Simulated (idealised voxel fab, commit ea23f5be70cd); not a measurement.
The document below concerns the process module designated voxel transistor to metal.
Cross-section cut spans 210 nm and uses square cells 5 nm in size.
Think of the cross-section as a grid of square cells. We describe it in bands, top to bottom, and each band covers one or more rows of those cells. This entry defines a band. It first specifies the height of the band's top and the height of its bottom in nm, and then specifies the band's materials from left to right, stating each material with its width in nm. The word "all across" identifies a single material that fills the band from edge to edge, while the word "blank" identifies empty space. Where do heights start? At 0: under that level the wafer as delivered is made of one material only. And the lowest band has no floor; it just carries on downward, as in "from 0 down". With a width like "30 to 40", each row of cells in the band differs from the next by the same amount, the top row carrying the first number and the bottom row the second. What does "no alterations made" mean for a step? It means no cell of the cross-section changed in that step. The label "Sealed internal voids" introduces a list of the empty spaces, 8 cells or larger, that have no open way up to the top; each entry in it reads width x height at distance, where the distance is taken from the left edge and all three are stated in nm. What comes after the settings on a step's line is commentary from the simulator itself on that step. A step line may carry the setting "overlay nm", which, for steps involving a mask, states the distance by which the mask lay to the right of its intended position; negative values denote displacement to the left.

Planned step list for the process
1 RECEIVE (material Si)
2 OXIDIZE (depth nm 5)
3 CONFORMAL_DEP (material SiN; thk nm 15)
4 PATTERN (tone cover; mask id ACTIVE; material resist; width nm 115; thk nm 15; overlay nm 0)
5 DIRECTIONAL_ETCH (etch materials SiN; depth nm 15)
6 DIRECTIONAL_ETCH (etch materials SiO2; depth nm 5)
7 DIRECTIONAL_ETCH (etch materials Si; depth nm 30)
8 STRIP (etch materials resist)
9 OXIDIZE (depth nm 5)
10 FILL_DEP (material SiO2; thk nm 10)
11 CMP (height nm 15)
12 SELECTIVE_ETCH (etch materials SiO2; depth nm 10)
13 STRIP (etch materials SiN)
14 SELECTIVE_ETCH (etch materials SiO2; depth nm 5)
15 OXIDIZE (depth nm 5)
16 DIRECTIONAL_DEP (material polySi; thk nm 20)
17 DIRECTIONAL_DEP (material SiCN; thk nm 15)
18 DIRECTIONAL_DEP (material aC; thk nm 10)
19 PATTERN (tone cover; mask id GATE; material resist; width nm 25; thk nm 25; overlay nm 0)
20 DIRECTIONAL_ETCH (etch materials aC; depth nm 10)
21 STRIP (etch materials resist)
22 DIRECTIONAL_ETCH (etch materials SiCN; depth nm 25)
23 DIRECTIONAL_ETCH (etch materials polySi; depth nm 30)
24 STRIP (etch materials aC)
25 CONFORMAL_DEP (material SiO2; thk nm 5)
26 DIRECTIONAL_ETCH (etch materials SiO2; depth nm 5)
27 CONFORMAL_DEP (material SiN; thk nm 5)
28 DIRECTIONAL_ETCH (etch materials SiN; depth nm 5)
29 DIRECTIONAL_ETCH (etch materials SiO2; depth nm 5)
30 DIRECTIONAL_ETCH (etch materials Si; depth nm 5)
31 EPI (material SiGe; thk nm 10)
32 FILL_DEP (material SiO2; thk nm 5)
33 CMP (height nm 30)
34 DIRECTIONAL_DEP (material SiO2; thk nm 10)
35 DIRECTIONAL_DEP (material aC; thk nm 10)
36 PATTERN (tone open; mask id CONTACT; material resist; width nm 35; pitch nm 70; thk nm 30; overlay nm 0)
37 DIRECTIONAL_ETCH (etch materials aC; depth nm 10)
38 STRIP (etch materials resist)
39 DIRECTIONAL_ETCH (etch materials SiO2; depth nm 45)
40 STRIP (etch materials aC)
41 CONFORMAL_DEP (material TiN; thk nm 5)
42 FILL_DEP (material Ru; thk nm 5)
43 CMP (height nm 40)
44 DIRECTIONAL_DEP (material TiN; thk nm 5)
45 DIRECTIONAL_DEP (material W; thk nm 15)
46 MASKED_ETCH (tone cover; mask id METAL_1; width nm 20; pitch nm 85; etch materials W; depth nm 15; overlay nm 0)
47 MASKED_ETCH (tone cover; mask id METAL_1; width nm 20; pitch nm 85; etch materials TiN; depth nm 5; overlay nm 0)
48 CONFORMAL_DEP (material SiN; thk nm 5)
49 FILL_DEP (material SiO2; thk nm 10)
50 CMP (height nm 60)
51 CONFORMAL_DEP (material SiCN; thk nm 5)
52 DIRECTIONAL_DEP (material SiO2; thk nm 25)
53 PATTERN (tone open; mask id METAL_2; material resist; width nm 20; pitch nm 85; thk nm 20; overlay nm 0)
54 DIRECTIONAL_ETCH (etch materials SiO2; depth nm 15)
55 STRIP (etch materials resist)
56 PATTERN (tone open; mask id METAL_2_HOLES; material resist; width nm 15; pitch nm 85; thk nm 20; overlay nm 0)
57 DIRECTIONAL_ETCH (etch materials SiO2; depth nm 10)
58 DIRECTIONAL_ETCH (etch materials SiCN; depth nm 5)
59 STRIP (etch materials resist)
60 CONFORMAL_DEP (material TiN; thk nm 5)
61 FILL_DEP (material Cu; thk nm 5)
62 CMP (height nm 90)
63 CONFORMAL_DEP (material SiN; thk nm 5)

As received (post step 1): cross-section
  from 0 down | Si all across
  Sealed internal voids: none

First wafer of two, sectioned at end of module; run went per plan
  from 95 to 90 | SiN all across
  from 90 to 80 | 50 nm SiO2 | 5 nm TiN | 10 nm Cu | 5 nm TiN | 65 nm SiO2 | 5 nm TiN | 10 nm Cu | 5 nm TiN | 55 nm SiO2
  from 80 to 75 | 50 nm SiO2 | 5 nm TiN | 5 nm Cu | 10 nm TiN | 65 nm SiO2 | 5 nm TiN | 5 nm Cu | 10 nm TiN | 55 nm SiO2
  from 75 to 65 | 50 nm SiO2 | 5 nm TiN | 5 nm Cu | 5 nm TiN | 70 nm SiO2 | 5 nm TiN | 5 nm Cu | 5 nm TiN | 60 nm SiO2
  from 65 to 60 | 50 nm SiCN | 15 nm TiN | 70 nm SiCN | 15 nm TiN | 60 nm SiCN
  from 60 to 45 | 45 nm SiO2 | 5 nm SiN | 20 nm W | 5 nm SiN | 55 nm SiO2 | 5 nm SiN | 20 nm W | 5 nm SiN | 50 nm SiO2
  from 45 to 40 | 50 nm SiN | 20 nm TiN | 65 nm SiN | 20 nm TiN | 55 nm SiN
  from 40 to 30 | 50 nm SiO2 | 5 nm TiN | 25 to 20 nm Ru | 5 to 10 nm TiN | 35 nm SiO2 | 5 to 10 nm TiN | 25 to 20 nm Ru | 5 nm TiN | 55 nm SiO2
  from 30 to 15 | 50 nm SiO2 | 5 nm TiN | 20 nm Ru | 5 nm TiN | 5 nm SiN | 5 nm SiO2 | 25 nm SiCN | 5 nm SiO2 | 5 nm SiN | 5 nm TiN | 20 nm Ru | 5 nm TiN | 55 nm SiO2
  from 15 to 5 | 50 nm SiO2 | 5 nm TiN | 20 nm Ru | 5 nm TiN | 5 nm SiN | 5 nm SiO2 | 25 nm polySi | 5 nm SiO2 | 5 nm SiN | 5 nm TiN | 20 nm Ru | 5 nm TiN | 55 nm SiO2
  from 5 to 0 | 50 nm SiO2 | 5 nm TiN | 10 nm Ru | 15 nm TiN | 5 nm SiN | 5 nm SiO2 | 25 nm polySi | 5 nm SiO2 | 5 nm SiN | 15 nm TiN | 10 nm Ru | 5 nm TiN | 55 nm SiO2
  from 0 to -5 | 45 nm SiO2 | 5 nm SiN | 20 nm TiN | 10 nm SiGe | 5 nm SiN | 5 nm SiO2 | 25 nm polySi | 5 nm SiO2 | 5 nm SiN | 10 nm SiGe | 20 nm TiN | 5 nm SiN | 50 nm SiO2
  from -5 to -10 | 50 nm SiO2 | 30 nm SiGe | 45 nm SiO2 | 30 nm SiGe | 55 nm SiO2
  from -10 to -15 | 50 nm SiO2 | 30 nm SiGe | 45 nm Si | 30 nm SiGe | 55 nm SiO2
  from -15 to -40 | 50 nm SiO2 | 105 nm Si | 55 nm SiO2
  from -40 down | Si all across
  Sealed internal voids: none

Second of two wafers, module complete, sectioned: it shares the first wafer's start and plan but was run with one mistake
  from 95 to 90 | SiN all across
  from 90 to 80 | 50 nm SiO2 | 5 nm TiN | 10 nm Cu | 5 nm TiN | 65 nm SiO2 | 5 nm TiN | 10 nm Cu | 5 nm TiN | 55 nm SiO2
  from 80 to 75 | 50 nm SiO2 | 5 nm TiN | 5 nm Cu | 10 nm TiN | 65 nm SiO2 | 5 nm TiN | 5 nm Cu | 10 nm TiN | 55 nm SiO2
  from 75 to 65 | 50 nm SiO2 | 5 nm TiN | 5 nm Cu | 5 nm TiN | 70 nm SiO2 | 5 nm TiN | 5 nm Cu | 5 nm TiN | 60 nm SiO2
  from 65 to 60 | 50 nm SiCN | 15 nm TiN | 70 nm SiCN | 15 nm TiN | 60 nm SiCN
  from 60 to 45 | 45 nm SiO2 | 5 nm SiN | 20 nm W | 5 nm SiN | 55 nm SiO2 | 5 nm SiN | 20 nm W | 5 nm SiN | 50 nm SiO2
  from 45 to 40 | 50 nm SiN | 20 nm TiN | 65 nm SiN | 20 nm TiN | 55 nm SiN
  from 40 to 30 | 50 nm SiO2 | 5 nm TiN | 25 to 20 nm Ru | 5 to 10 nm TiN | 35 nm SiO2 | 5 to 10 nm TiN | 25 to 20 nm Ru | 5 nm TiN | 55 nm SiO2
  from 30 to 15 | 50 nm SiO2 | 5 nm TiN | 20 nm Ru | 5 nm TiN | 5 nm SiN | 5 nm SiO2 | 25 nm SiCN | 5 nm SiO2 | 5 nm SiN | 5 nm TiN | 20 nm Ru | 5 nm TiN | 55 nm SiO2
  from 15 to 5 | 50 nm SiO2 | 5 nm TiN | 20 nm Ru | 5 nm TiN | 5 nm SiN | 5 nm SiO2 | 25 nm polySi | 5 nm SiO2 | 5 nm SiN | 5 nm TiN | 20 nm Ru | 5 nm TiN | 55 nm SiO2
  from 5 to 0 | 50 nm SiO2 | 5 nm TiN | 10 nm Ru | 15 nm TiN | 5 nm SiN | 5 nm SiO2 | 25 nm polySi | 5 nm SiO2 | 5 nm SiN | 15 nm TiN | 10 nm Ru | 5 nm TiN | 55 nm SiO2
  from 0 to -5 | 45 nm SiO2 | 5 nm SiN | 20 nm TiN | 10 nm SiGe | 5 nm SiN | 5 nm SiO2 | 25 nm polySi | 5 nm SiO2 | 5 nm SiN | 10 nm SiGe | 20 nm TiN | 5 nm SiO2 | 5 nm SiN | 45 nm SiO2
  from -5 to -10 | 50 nm SiO2 | 30 nm SiGe | 45 nm SiO2 | 35 nm SiGe | 50 nm SiO2
  from -10 to -15 | 50 nm SiO2 | 30 nm SiGe | 45 nm Si | 35 nm SiGe | 50 nm SiO2
  from -15 to -40 | 50 nm SiO2 | 110 nm Si | 50 nm SiO2
  from -40 down | Si all across
  Sealed internal voids: none
What broke from the plan during processing? step 4 off recipe, ran as PATTERN (tone cover; mask id ACTIVE; material resist; width nm 120; thk nm 15; overlay nm 0)
Final comparison by cell count, materials where the second wafer has more or fewer than the first: Si: 5 more, SiGe: 2 more, SiO2: 7 fewer
